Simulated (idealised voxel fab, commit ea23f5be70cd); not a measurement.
A process module follows: voxel air gaps.
The figure presents cross-section cut, which has a width of 270 nm and is divided into square cells with an edge length of 5 nm.
Bands, listed from the top down, are how a cross-section gets written in this document; the cross-section itself is a grid of square cells, and a band is one or more rows of them. Band entry format. Leading values: height of top, height of bottom, nm. Remainder: materials in left-to-right order, each with its width in nm. Special words: "edge to edge" on a single material, which then fills the band edge to edge; "blank", empty space. Basically, 0 is our baseline, since under it the wafer straight out of the box is all one material. The bottom band has no lower end and keeps on going down, so it looks like "z 0 and below". Think of "30->40" as a width that walks from the first number to the second as you go down the band, top row to bottom row, taking equal-sized steps from row to row. Step note "no change occurred" = no cross-section cell changed. Basically, "Closed-off voids" tells you about the enclosed voids: empty spaces with no open way to the top, 8 cells or bigger, each written width x height at distance, where distance is from the left edge, all in nm. If you see something after the settings on a step's line, that's the simulator's own remark about that step. The optional step-line setting "overlay nm" applies to steps with a mask and quantifies how far to the right of its planned location the mask lay, a negative value indicating leftward placement.

[Planned step list for the process]
step 1: RECEIVE: material Si
step 2: CONFORMAL_DEP: material SiO2, thk nm 10
step 3: CONFORMAL_DEP: material SiCN, thk nm 5
step 4: DIRECTIONAL_DEP: material SiO2, thk nm 40
step 5: PATTERN: tone open, mask id LINES, material resist, width nm 25, pitch nm 55, thk nm 15, overlay nm 0
step 6: DIRECTIONAL_ETCH: etch materials SiO2, depth nm 40
step 7: STRIP: etch materials resist
step 8: CONFORMAL_DEP: material TiN, thk nm 5
step 9: FILL_DEP: material Ru, thk nm 5
step 10: CMP: height nm 55
step 11: EPI: material Ru, thk nm 10
step 12: SELECTIVE_ETCH: etch materials SiO2, depth nm 50
step 13: CONFORMAL_DEP: material SiCN, thk nm 5

[Cross-sectional view of the wafer in its as-received condition, corresponding to the state after step 1]
    z 0 and below: Si edge to edge
    Closed-off voids: none

[Post-module cross-section of the first of two wafers (run per plan)]
    z 70 to 65: blank=50; SiCN=165; blank=55
    z 65 to 55: blank=50; SiCN=5; Ru=45; SiCN=10; Ru=45; SiCN=10; Ru=45; SiCN=5; blank=55
    z 55 to 50: blank=50; SiCN=15; TiN=5; Ru=15; TiN=5; SiCN=30; TiN=5; Ru=15; TiN=5; SiCN=30; TiN=5; Ru=15; TiN=5; SiCN=15; blank=55
    z 50 to 20: blank=60; SiCN=5; TiN=5; Ru=15; TiN=5; SiCN=5; blank=20; SiCN=5; TiN=5; Ru=15; TiN=5; SiCN=5; blank=20; SiCN=5; TiN=5; Ru=15; TiN=5; SiCN=5; blank=65
    z 20 to 15: SiCN=65; TiN=25; SiCN=30; TiN=25; SiCN=30; TiN=25; SiCN=70
    z 15 to 10: SiCN edge to edge
    z 10 to 0: SiO2 edge to edge
    z 0 and below: Si edge to edge
    Closed-off voids: 20 x 30 at 95; 20 x 30 at 150

[End of module, second wafer, cross-section. Started like the first, planned like the first, run with one mistake]
    z 70 to 65: blank=50; SiCN=165; blank=55
    z 65 to 55: blank=50; SiCN=5; Ru=45; SiCN=10; Ru=45; SiCN=10; Ru=45; SiCN=5; blank=55
    z 55 to 50: blank=50; SiCN=15; TiN=5; SiO2=15; TiN=5; SiCN=30; TiN=5; SiO2=15; TiN=5; SiCN=30; TiN=5; SiO2=15; TiN=5; SiCN=15; blank=55
    z 50 to 20: blank=60; SiCN=5; TiN=5; SiO2=15; TiN=5; SiCN=5; blank=20; SiCN=5; TiN=5; SiO2=15; TiN=5; SiCN=5; blank=20; SiCN=5; TiN=5; SiO2=15; TiN=5; SiCN=5; blank=65
    z 20 to 15: SiCN=65; TiN=25; SiCN=30; TiN=25; SiCN=30; TiN=25; SiCN=70
    z 15 to 10: SiCN edge to edge
    z 10 to 0: SiO2 edge to edge
    z 0 and below: Si edge to edge
    Closed-off voids: 20 x 30 at 95; 20 x 30 at 150
In executing the process, a mistake was made relative to the plan: step 9 changed vs plan, executed as FILL_DEP: material SiO2, thk nm 5
Final cells, second wafer relative to first, materials higher or lower: -63 Ru, +63 SiO2
